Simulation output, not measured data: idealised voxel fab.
Process module name: voxel capacitor over wiring
Section shown: cut. Width: 150 nm. Cell size: 5 nm, square.
Cross-sections here: square-cell grids, written as top-down lists of bands, a band being one or more rows of cells. Within each band entry, the heights of the top and of the bottom of the band appear first, in that order and in nm; the materials of the band then follow from left to right, each with its corresponding width in nm. The designation "throughout" on a single material indicates that it fills the band from edge to edge; the designation "empty" indicates empty space. Zero point of the height axis is 0; under it, received wafer = one material. Lowest band: continues down indefinitely, "0 -> down". It should be noted that a width expressed as "30..40" varies in equal increments from row to row of cells within the band, taking the value of the first number at the top row and that of the second number at the bottom row. Reading "no change occurred" for a step: not a cell of the cross-section changed in it. The label "Unvented internal voids" introduces a list of the empty spaces, 8 cells or larger, that have no open way up to the top; each entry in it reads width x height at distance, where the distance is taken from the left edge and all three are stated in nm. Step line, after settings: the simulator's comment on this step. Each step line may optionally specify "overlay nm", which for a step with a mask gives the rightward distance between the mask's planned place and where it lay, a negative value indicating the leftward direction.

## plan
1,RECEIVE [material Si]
2,CONFORMAL_DEP [material SiO2] [thk nm 10]
3,DIRECTIONAL_DEP [material TiN] [thk nm 5]
4,DIRECTIONAL_DEP [material W] [thk nm 15]
5,MASKED_ETCH [tone cover] [mask id METAL_1] [width nm 30] [pitch nm 90] [etch materials W] [depth nm 15] [overlay nm 0]
6,MASKED_ETCH [tone cover] [mask id METAL_1] [width nm 30] [pitch nm 90] [etch materials TiN] [depth nm 5] [overlay nm 0]
7,CONFORMAL_DEP [material SiN] [thk nm 5]
8,FILL_DEP [material SiO2] [thk nm 5]
9,CMP [height nm 30]
10,CONFORMAL_DEP [material SiCN] [thk nm 5]
11,DIRECTIONAL_DEP [material SiO2] [thk nm 10]
12,MASKED_ETCH [tone open] [mask id PLUG_1] [width nm 15] [etch materials SiO2] [depth nm 10] [overlay nm 0]
13,MASKED_ETCH [tone open] [mask id PLUG_1] [width nm 15] [etch materials SiCN] [depth nm 5] [overlay nm 0]
14,EPI [material Ru] [thk nm 10]
15,EPI [material Ru] [thk nm 5]
16,DIRECTIONAL_DEP [material TiN] [thk nm 5]
17,DIRECTIONAL_DEP [material Al2O3] [thk nm 5]
18,DIRECTIONAL_DEP [material TiN] [thk nm 10]
19,DIRECTIONAL_DEP [material aC] [thk nm 10]
20,PATTERN [tone cover] [mask id UPPER_PLATE] [material resist] [width nm 65] [thk nm 30] [overlay nm 0]
21,DIRECTIONAL_ETCH [etch materials aC] [depth nm 10]
22,STRIP [etch materials resist]
23,DIRECTIONAL_ETCH [etch materials TiN] [depth nm 10]
24,DIRECTIONAL_ETCH [etch materials Al2O3] [depth nm 5]
25,STRIP [etch materials aC]
26,DIRECTIONAL_DEP [material aC] [thk nm 10]
27,PATTERN [tone cover] [mask id LOWER_PLATE] [material resist] [width nm 75] [thk nm 30] [overlay nm 0]
28,DIRECTIONAL_ETCH [etch materials aC] [depth nm 10]
29,STRIP [etch materials resist]
30,DIRECTIONAL_ETCH [etch materials TiN] [depth nm 5]
31,STRIP [etch materials aC]
32,FILL_DEP [material SiO2] [thk nm 20]
33,CMP [height nm 80]
34,MASKED_ETCH [tone open] [mask id PLUG_2] [width nm 15] [etch materials SiO2] [depth nm 15] [overlay nm 0]
35,CONFORMAL_DEP [material TiN] [thk nm 5]
36,FILL_DEP [material W] [thk nm 5]
37,CMP [height nm 80]
38,CONFORMAL_DEP [material SiN] [thk nm 5]

## What follows covers the first of two wafers; it ran as planned

## Delivered wafer in cross-section: state after step 1
0 -> down: Si throughout
Unvented internal voids: none

## after step 2
10 -> 0: SiO2 throughout
Beneath the level 0, the cross-section is identical to its previous state.

## after step 3
15 -> 10: TiN throughout
Beneath the level 10, the cross-section is identical to its previous state.

## after step 4
30 -> 15: W throughout
Beneath the level 15, the cross-section is identical to its previous state.

## after step 5
30 -> 15: empty: 15  W: 30  empty: 60  W: 30  empty: 15
Beneath the level 15, the cross-section is identical to its previous state.

## after step 6
30 -> 15: empty: 15  W: 30  empty: 60  W: 30  empty: 15
15 -> 10: empty: 15  TiN: 30  empty: 60  TiN: 30  empty: 15
Beneath the level 10, the cross-section is identical to its previous state.

## after step 7
35 -> 30: empty: 10  SiN: 40  empty: 50  SiN: 40  empty: 10
30 -> 15: empty: 10  SiN: 5  W: 30  SiN: 5  empty: 50  SiN: 5  W: 30  SiN: 5  empty: 10
15 -> 10: SiN: 15  TiN: 30  SiN: 60  TiN: 30  SiN: 15
Beneath the level 10, the cross-section is identical to its previous state.

## after step 8
40 -> 35: SiO2 throughout
35 -> 30: SiO2: 10  SiN: 40  SiO2: 50  SiN: 40  SiO2: 10
30 -> 15: SiO2: 10  SiN: 5  W: 30  SiN: 5  SiO2: 50  SiN: 5  W: 30  SiN: 5  SiO2: 10
Beneath the level 15, the cross-section is identical to its previous state.

## after step 9
30 -> 15: SiO2: 10  SiN: 5  W: 30  SiN: 5  SiO2: 50  SiN: 5  W: 30  SiN: 5  SiO2: 10
Beneath the level 15, the cross-section is identical to its previous state.

## after step 10
35 -> 30: SiCN throughout
Beneath the level 30, the cross-section is identical to its previous state.

## after step 11
45 -> 35: SiO2 throughout
Beneath the level 35, the cross-section is identical to its previous state.

## after step 12
45 -> 35: SiO2: 30  empty: 15  SiO2: 105
Beneath the level 35, the cross-section is identical to its previous state.

## after step 13
45 -> 35: SiO2: 30  empty: 15  SiO2: 105
35 -> 30: SiCN: 30  empty: 15  SiCN: 105
Beneath the level 30, the cross-section is identical to its previous state.

## after step 14
45 -> 40: SiO2: 30  empty: 15  SiO2: 105
40 -> 35: SiO2: 30  Ru: 15  SiO2: 105
35 -> 30: SiCN: 30  Ru: 15  SiCN: 105
Beneath the level 30, the cross-section is identical to its previous state.

## after step 15
45 -> 35: SiO2: 30  Ru: 15  SiO2: 105
Beneath the level 35, the cross-section is identical to its previous state.

## after step 16
50 -> 45: TiN throughout
Beneath the level 45, the cross-section is identical to its previous state.

## after step 17
55 -> 50: Al2O3 throughout
Beneath the level 50, the cross-section is identical to its previous state.

## after step 18
65 -> 55: TiN throughout
Beneath the level 55, the cross-section is identical to its previous state.

## after step 19
75 -> 65: aC throughout
Beneath the level 65, the cross-section is identical to its previous state.

## after step 20
105 -> 75: empty: 30  resist: 65  empty: 55
Beneath the level 75, the cross-section is identical to its previous state.

## after step 21
95 -> 75: empty: 30  resist: 65  empty: 55
75 -> 65: empty: 30  aC: 65  empty: 55
Beneath the level 65, the cross-section is identical to its previous state.

## after step 22
75 -> 65: empty: 30  aC: 65  empty: 55
Beneath the level 65, the cross-section is identical to its previous state.

## after step 23
75 -> 65: empty: 30  aC: 65  empty: 55
65 -> 55: empty: 30  TiN: 65  empty: 55
Beneath the level 55, the cross-section is identical to its previous state.

## after step 24
75 -> 65: empty: 30  aC: 65  empty: 55
65 -> 55: empty: 30  TiN: 65  empty: 55
55 -> 50: empty: 30  Al2O3: 65  empty: 55
Beneath the level 50, the cross-section is identical to its previous state.

## after step 25
65 -> 55: empty: 30  TiN: 65  empty: 55
Beneath the level 55, the cross-section is identical to its previous state.

## after step 26
75 -> 65: empty: 30  aC: 65  empty: 55
65 -> 60: empty: 30  TiN: 65  empty: 55
60 -> 55: aC: 30  TiN: 65  aC: 55
55 -> 50: aC: 30  Al2O3: 65  aC: 55
Beneath the level 50, the cross-section is identical to its previous state.

## after step 27
105 -> 75: empty: 25  resist: 75  empty: 50
75 -> 65: empty: 25  resist: 5  aC: 65  resist: 5  empty: 50
65 -> 60: empty: 25  resist: 5  TiN: 65  resist: 5  empty: 50
Beneath the level 60, the cross-section is identical to its previous state.

## after step 28
95 -> 75: empty: 25  resist: 75  empty: 50
75 -> 65: empty: 25  resist: 5  aC: 65  resist: 5  empty: 50
65 -> 60: empty: 25  resist: 5  TiN: 65  resist: 5  empty: 50
60 -> 55: empty: 25  aC: 5  TiN: 65  aC: 5  empty: 50
55 -> 50: empty: 25  aC: 5  Al2O3: 65  aC: 5  empty: 50
Beneath the level 50, the cross-section is identical to its previous state.

## after step 29
75 -> 65: empty: 30  aC: 65  empty: 55
65 -> 60: empty: 30  TiN: 65  empty: 55
Beneath the level 60, the cross-section is identical to its previous state.

## after step 30
75 -> 65: empty: 30  aC: 65  empty: 55
65 -> 60: empty: 30  TiN: 65  empty: 55
60 -> 55: empty: 25  aC: 5  TiN: 65  aC: 5  empty: 50
55 -> 50: empty: 25  aC: 5  Al2O3: 65  aC: 5  empty: 50
50 -> 45: empty: 25  TiN: 75  empty: 50
Beneath the level 45, the cross-section is identical to its previous state.

## after step 31
65 -> 55: empty: 30  TiN: 65  empty: 55
55 -> 50: empty: 30  Al2O3: 65  empty: 55
Beneath the level 50, the cross-section is identical to its previous state.

## after step 32
85 -> 65: SiO2 throughout
65 -> 55: SiO2: 30  TiN: 65  SiO2: 55
55 -> 50: SiO2: 30  Al2O3: 65  SiO2: 55
50 -> 45: SiO2: 25  TiN: 75  SiO2: 50
Beneath the level 45, the cross-section is identical to its previous state.

## after step 33
80 -> 65: SiO2 throughout
Beneath the level 65, the cross-section is identical to its previous state.

## after step 34
80 -> 65: SiO2: 40  empty: 15  SiO2: 95
Beneath the level 65, the cross-section is identical to its previous state.

## after step 35
85 -> 80: TiN: 45  empty: 5  TiN: 100
80 -> 70: SiO2: 40  TiN: 5  empty: 5  TiN: 5  SiO2: 95
70 -> 65: SiO2: 40  TiN: 15  SiO2: 95
Beneath the level 65, the cross-section is identical to its previous state.

## after step 36
90 -> 85: W throughout
85 -> 80: TiN: 45  W: 5  TiN: 100
80 -> 70: SiO2: 40  TiN: 5  W: 5  TiN: 5  SiO2: 95
Beneath the level 70, the cross-section is identical to its previous state.

## after step 37
80 -> 70: SiO2: 40  TiN: 5  W: 5  TiN: 5  SiO2: 95
Beneath the level 70, the cross-section is identical to its previous state.

## after step 38
85 -> 80: SiN throughout
Beneath the level 80, the cross-section is identical to its previous state.

## Wafer two: like wafer one in start and plan, but with one mistake in execution; identical up to and including step 16

## Cross-section of the second wafer at the time step 17 of the plan should have ended
65 -> 50: Al2O3 throughout
Beneath the level 50, the cross-section is identical to its previous state.

## Cross-section of the second wafer at the time step 18 of the plan should have ended
75 -> 65: TiN throughout
Beneath the level 65, the cross-section is identical to its previous state.

## Cross-section of the second wafer at the time step 19 of the plan should have ended
85 -> 75: aC throughout
Beneath the level 75, the cross-section is identical to its previous state.

## Cross-section of the second wafer at the time step 20 of the plan should have ended
115 -> 85: empty: 30  resist: 65  empty: 55
Beneath the level 85, the cross-section is identical to its previous state.

## Cross-section of the second wafer at the time step 21 of the plan should have ended
105 -> 85: empty: 30  resist: 65  empty: 55
85 -> 75: empty: 30  aC: 65  empty: 55
Beneath the level 75, the cross-section is identical to its previous state.

## Cross-section of the second wafer at the time step 22 of the plan should have ended
85 -> 75: empty: 30  aC: 65  empty: 55
Beneath the level 75, the cross-section is identical to its previous state.

## Cross-section of the second wafer at the time step 23 of the plan should have ended
85 -> 75: empty: 30  aC: 65  empty: 55
75 -> 65: empty: 30  TiN: 65  empty: 55
Beneath the level 65, the cross-section is identical to its previous state.

## Cross-section of the second wafer at the time step 24 of the plan should have ended
85 -> 75: empty: 30  aC: 65  empty: 55
75 -> 65: empty: 30  TiN: 65  empty: 55
65 -> 60: empty: 30  Al2O3: 65  empty: 55
Beneath the level 60, the cross-section is identical to its previous state.

## Cross-section of the second wafer at the time step 25 of the plan should have ended
75 -> 65: empty: 30  TiN: 65  empty: 55
Beneath the level 65, the cross-section is identical to its previous state.

## Cross-section of the second wafer at the time step 26 of the plan should have ended
85 -> 75: empty: 30  aC: 65  empty: 55
75 -> 70: empty: 30  TiN: 65  empty: 55
70 -> 65: aC: 30  TiN: 65  aC: 55
65 -> 60: aC: 30  Al2O3: 65  aC: 55
Beneath the level 60, the cross-section is identical to its previous state.

## Cross-section of the second wafer at the time step 27 of the plan should have ended
115 -> 85: empty: 25  resist: 75  empty: 50
85 -> 75: empty: 25  resist: 5  aC: 65  resist: 5  empty: 50
75 -> 70: empty: 25  resist: 5  TiN: 65  resist: 5  empty: 50
Beneath the level 70, the cross-section is identical to its previous state.

## Cross-section of the second wafer at the time step 28 of the plan should have ended
105 -> 85: empty: 25  resist: 75  empty: 50
85 -> 75: empty: 25  resist: 5  aC: 65  resist: 5  empty: 50
75 -> 70: empty: 25  resist: 5  TiN: 65  resist: 5  empty: 50
70 -> 65: empty: 25  aC: 5  TiN: 65  aC: 5  empty: 50
65 -> 60: empty: 25  aC: 5  Al2O3: 65  aC: 5  empty: 50
Beneath the level 60, the cross-section is identical to its previous state.

## Cross-section of the second wafer at the time step 29 of the plan should have ended
85 -> 75: empty: 30  aC: 65  empty: 55
75 -> 70: empty: 30  TiN: 65  empty: 55
Beneath the level 70, the cross-section is identical to its previous state.

Cross-section of the second wafer at the time step 30 of the plan should have ended: no change occurred

## Cross-section of the second wafer at the time step 31 of the plan should have ended
75 -> 65: empty: 30  TiN: 65  empty: 55
65 -> 60: empty: 30  Al2O3: 65  empty: 55
Beneath the level 60, the cross-section is identical to its previous state.

## Cross-section of the second wafer at the time step 32 of the plan should have ended
95 -> 75: SiO2 throughout
75 -> 65: SiO2: 30  TiN: 65  SiO2: 55
65 -> 60: SiO2: 30  Al2O3: 65  SiO2: 55
Beneath the level 60, the cross-section is identical to its previous state.

## Cross-section of the second wafer at the time step 33 of the plan should have ended
80 -> 75: SiO2 throughout
Beneath the level 75, the cross-section is identical to its previous state.

## Cross-section of the second wafer at the time step 34 of the plan should have ended
80 -> 75: SiO2: 40  empty: 15  SiO2: 95
Beneath the level 75, the cross-section is identical to its previous state.

## Cross-section of the second wafer at the time step 35 of the plan should have ended
85 -> 80: TiN: 45  empty: 5  TiN: 100
80 -> 75: SiO2: 40  TiN: 15  SiO2: 95
Beneath the level 75, the cross-section is identical to its previous state.

## Cross-section of the second wafer at the time step 36 of the plan should have ended
90 -> 85: W throughout
85 -> 80: TiN: 45  W: 5  TiN: 100
Beneath the level 80, the cross-section is identical to its previous state.

## Cross-section of the second wafer at the time step 37 of the plan should have ended
80 -> 75: SiO2: 40  TiN: 15  SiO2: 95
Beneath the level 75, the cross-section is identical to its previous state.

## Cross-section of the second wafer at the time step 38 of the plan should have ended
85 -> 80: SiN throughout
Beneath the level 80, the cross-section is identical to its previous state.
What was done differently from what was planned? contrary to plan, step 17 was performed as DIRECTIONAL_DEP [material Al2O3] [thk nm 15]
Wafer comparison, final, in cells, second relative to first, materials more or fewer: +60 Al2O3 | -69 SiO2 | +11 TiN | -2 W
